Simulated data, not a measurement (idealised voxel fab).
process module | voxel self aligned vias
cross-section cut | 235 nm wide | cells 5 nm
A cross-section is a grid of square cells, given in bands from the top down. A band is one or more rows of cells.
Each band's line starts with the height of the band's top and of its bottom, in nm. Then come its materials from left to right, each with its width in nm. One material with "throughout" fills the band from edge to edge. "air" is empty space.
Height 0 is the level under which the wafer as received is all one material. The lowest band goes on downwards, as in "0 down".
A width such as "30 to 40" changes by the same amount from each row of cells to the next, from the band's top row to its bottom row.
"no change" after a step means that no cell of the cross-section changed.
closed voids: empty space of 8 cells or more with no open way to the top, each as width x height at its distance from the left edge, in nm
after a step's settings: what the simulator itself notes on the step
overlay nm, on a step with a mask: how far to the right of its planned place the mask lay; to the left if negative
plan
1 op RECEIVE | material Si
2 op CONFORMAL_DEP | material SiO2 | thk nm 10
3 op CONFORMAL_DEP | material SiCN | thk nm 5
4 op DIRECTIONAL_DEP | material lowk | thk nm 20
5 op PATTERN | tone open | mask id LINES | material resist | width nm 20 | pitch nm 60 | thk nm 20 | overlay nm 0
6 op DIRECTIONAL_ETCH | etch materials lowk | depth nm 20
7 op STRIP | etch materials resist
8 op CONFORMAL_DEP | material TiN | thk nm 5
9 op FILL_DEP | material W | thk nm 5
10 op CMP | height nm 35
11 op SELECTIVE_ETCH | etch materials W Ru TiN | depth nm 10
12 op FILL_DEP | material SiN | thk nm 10
13 op CMP | height nm 35
14 op DIRECTIONAL_DEP | material lowk | thk nm 15
15 op PATTERN | tone open | mask id VIAS | material resist | width nm 40 | pitch nm 60 | thk nm 20 | overlay nm 0
16 op DIRECTIONAL_ETCH | etch materials lowk | depth nm 15
17 op DIRECTIONAL_ETCH | etch materials SiN | depth nm 10
18 op STRIP | etch materials resist
19 op CONFORMAL_DEP | material TiN | thk nm 5
20 op FILL_DEP | material W | thk nm 5
21 op CMP | height nm 50
22 op CONFORMAL_DEP | material SiCN | thk nm 5
first wafer, as planned
as received, after step 1
  0 down: Si throughout
  closed voids: none
after step 2
  10 to 0: SiO2 throughout
  below 0: unchanged
after step 3
  15 to 10: SiCN throughout
  below 10: unchanged
after step 4
  35 to 15: lowk throughout
  below 15: unchanged
after step 5
  55 to 35: resist 45 | air 20 | resist 40 | air 20 | resist 40 | air 20 | resist 50
  below 35: unchanged
after step 6
  55 to 35: resist 45 | air 20 | resist 40 | air 20 | resist 40 | air 20 | resist 50
  35 to 15: lowk 45 | air 20 | lowk 40 | air 20 | lowk 40 | air 20 | lowk 50
  below 15: unchanged
after step 7
  35 to 15: lowk 45 | air 20 | lowk 40 | air 20 | lowk 40 | air 20 | lowk 50
  below 15: unchanged
after step 8
  40 to 35: TiN 50 | air 10 | TiN 50 | air 10 | TiN 50 | air 10 | TiN 55
  35 to 20: lowk 45 | TiN 5 | air 10 | TiN 5 | lowk 40 | TiN 5 | air 10 | TiN 5 | lowk 40 | TiN 5 | air 10 | TiN 5 | lowk 50
  20 to 15: lowk 45 | TiN 20 | lowk 40 | TiN 20 | lowk 40 | TiN 20 | lowk 50
  below 15: unchanged
after step 9
  45 to 40: W throughout
  40 to 35: TiN 50 | W 10 | TiN 50 | W 10 | TiN 50 | W 10 | TiN 55
  35 to 20: lowk 45 | TiN 5 | W 10 | TiN 5 | lowk 40 | TiN 5 | W 10 | TiN 5 | lowk 40 | TiN 5 | W 10 | TiN 5 | lowk 50
  below 20: unchanged
after step 10
  35 to 20: lowk 45 | TiN 5 | W 10 | TiN 5 | lowk 40 | TiN 5 | W 10 | TiN 5 | lowk 40 | TiN 5 | W 10 | TiN 5 | lowk 50
  below 20: unchanged
after step 11
  35 to 25: lowk 45 | air 20 | lowk 40 | air 20 | lowk 40 | air 20 | lowk 50
  below 25: unchanged
after step 12
  45 to 35: SiN throughout
  35 to 25: lowk 45 | SiN 20 | lowk 40 | SiN 20 | lowk 40 | SiN 20 | lowk 50
  below 25: unchanged
after step 13
  35 to 25: lowk 45 | SiN 20 | lowk 40 | SiN 20 | lowk 40 | SiN 20 | lowk 50
  below 25: unchanged
after step 14
  50 to 35: lowk throughout
  below 35: unchanged
after step 15
  70 to 50: resist 35 | air 40 | resist 20 | air 40 | resist 20 | air 40 | resist 40
  below 50: unchanged
after step 16
  70 to 50: resist 35 | air 40 | resist 20 | air 40 | resist 20 | air 40 | resist 40
  50 to 35: lowk 35 | air 40 | lowk 20 | air 40 | lowk 20 | air 40 | lowk 40
  below 35: unchanged
after step 17
  70 to 50: resist 35 | air 40 | resist 20 | air 40 | resist 20 | air 40 | resist 40
  50 to 35: lowk 35 | air 40 | lowk 20 | air 40 | lowk 20 | air 40 | lowk 40
  35 to 25: lowk 45 | air 20 | lowk 40 | air 20 | lowk 40 | air 20 | lowk 50
  below 25: unchanged
after step 18
  50 to 35: lowk 35 | air 40 | lowk 20 | air 40 | lowk 20 | air 40 | lowk 40
  below 35: unchanged
after step 19
  55 to 50: TiN 40 | air 30 | TiN 30 | air 30 | TiN 30 | air 30 | TiN 45
  50 to 40: lowk 35 | TiN 5 | air 30 | TiN 5 | lowk 20 | TiN 5 | air 30 | TiN 5 | lowk 20 | TiN 5 | air 30 | TiN 5 | lowk 40
  40 to 30: lowk 35 to 45 | TiN 15 to 5 | air 10 | TiN 15 to 5 | lowk 20 to 40 | TiN 15 to 5 | air 10 | TiN 15 to 5 | lowk 20 to 40 | TiN 15 to 5 | air 10 | TiN 15 to 5 | lowk 40 to 50
  30 to 25: lowk 45 | TiN 20 | lowk 40 | TiN 20 | lowk 40 | TiN 20 | lowk 50
  below 25: unchanged
after step 20
  60 to 55: W throughout
  55 to 50: TiN 40 | W 30 | TiN 30 | W 30 | TiN 30 | W 30 | TiN 45
  50 to 40: lowk 35 | TiN 5 | W 30 | TiN 5 | lowk 20 | TiN 5 | W 30 | TiN 5 | lowk 20 | TiN 5 | W 30 | TiN 5 | lowk 40
  40 to 30: lowk 35 to 45 | TiN 15 to 5 | W 10 | TiN 15 to 5 | lowk 20 to 40 | TiN 15 to 5 | W 10 | TiN 15 to 5 | lowk 20 to 40 | TiN 15 to 5 | W 10 | TiN 15 to 5 | lowk 40 to 50
  below 30: unchanged
after step 21
  50 to 40: lowk 35 | TiN 5 | W 30 | TiN 5 | lowk 20 | TiN 5 | W 30 | TiN 5 | lowk 20 | TiN 5 | W 30 | TiN 5 | lowk 40
  below 40: unchanged
after step 22
  55 to 50: SiCN throughout
  below 50: unchanged
second wafer: like start, like plan, one mistake. Through step 2 it matches the first wafer
when step 3 should have ended
  30 to 10: lowk throughout
  below 10: unchanged
when step 4 should have ended
  35 to 30: SiCN throughout
  below 30: unchanged
when step 5 should have ended
  55 to 35: resist 45 | air 20 | resist 40 | air 20 | resist 40 | air 20 | resist 50
  below 35: unchanged
when step 6 should have ended: no change
when step 7 should have ended
  35 to 30: SiCN throughout
  below 30: unchanged
when step 8 should have ended
  40 to 35: TiN throughout
  below 35: unchanged
when step 9 should have ended
  45 to 40: W throughout
  below 40: unchanged
when step 10 should have ended
  35 to 30: SiCN throughout
  below 30: unchanged
when step 11 should have ended: no change
when step 12 should have ended
  45 to 35: SiN throughout
  below 35: unchanged
when step 13 should have ended
  35 to 30: SiCN throughout
  below 30: unchanged
when step 14 should have ended
  50 to 35: lowk throughout
  below 35: unchanged
when step 15 should have ended
  70 to 50: resist 35 | air 40 | resist 20 | air 40 | resist 20 | air 40 | resist 40
  below 50: unchanged
when step 16 should have ended
  70 to 50: resist 35 | air 40 | resist 20 | air 40 | resist 20 | air 40 | resist 40
  50 to 35: lowk 35 | air 40 | lowk 20 | air 40 | lowk 20 | air 40 | lowk 40
  below 35: unchanged
when step 17 should have ended: no change
when step 18 should have ended
  50 to 35: lowk 35 | air 40 | lowk 20 | air 40 | lowk 20 | air 40 | lowk 40
  below 35: unchanged
when step 19 should have ended
  55 to 50: TiN 40 | air 30 | TiN 30 | air 30 | TiN 30 | air 30 | TiN 45
  50 to 40: lowk 35 | TiN 5 | air 30 | TiN 5 | lowk 20 | TiN 5 | air 30 | TiN 5 | lowk 20 | TiN 5 | air 30 | TiN 5 | lowk 40
  40 to 35: lowk 35 | TiN 40 | lowk 20 | TiN 40 | lowk 20 | TiN 40 | lowk 40
  below 35: unchanged
when step 20 should have ended
  60 to 55: W throughout
  55 to 50: TiN 40 | W 30 | TiN 30 | W 30 | TiN 30 | W 30 | TiN 45
  50 to 40: lowk 35 | TiN 5 | W 30 | TiN 5 | lowk 20 | TiN 5 | W 30 | TiN 5 | lowk 20 | TiN 5 | W 30 | TiN 5 | lowk 40
  below 40: unchanged
when step 21 should have ended
  50 to 40: lowk 35 | TiN 5 | W 30 | TiN 5 | lowk 20 | TiN 5 | W 30 | TiN 5 | lowk 20 | TiN 5 | W 30 | TiN 5 | lowk 40
  below 40: unchanged
when step 22 should have ended
  55 to 50: SiCN throughout
  below 50: unchanged
what went wrong: steps 3 and 4 were swapped
at the end the second wafer has, in cells: 30 fewer of TiN | 18 fewer of W | 48 more of lowk
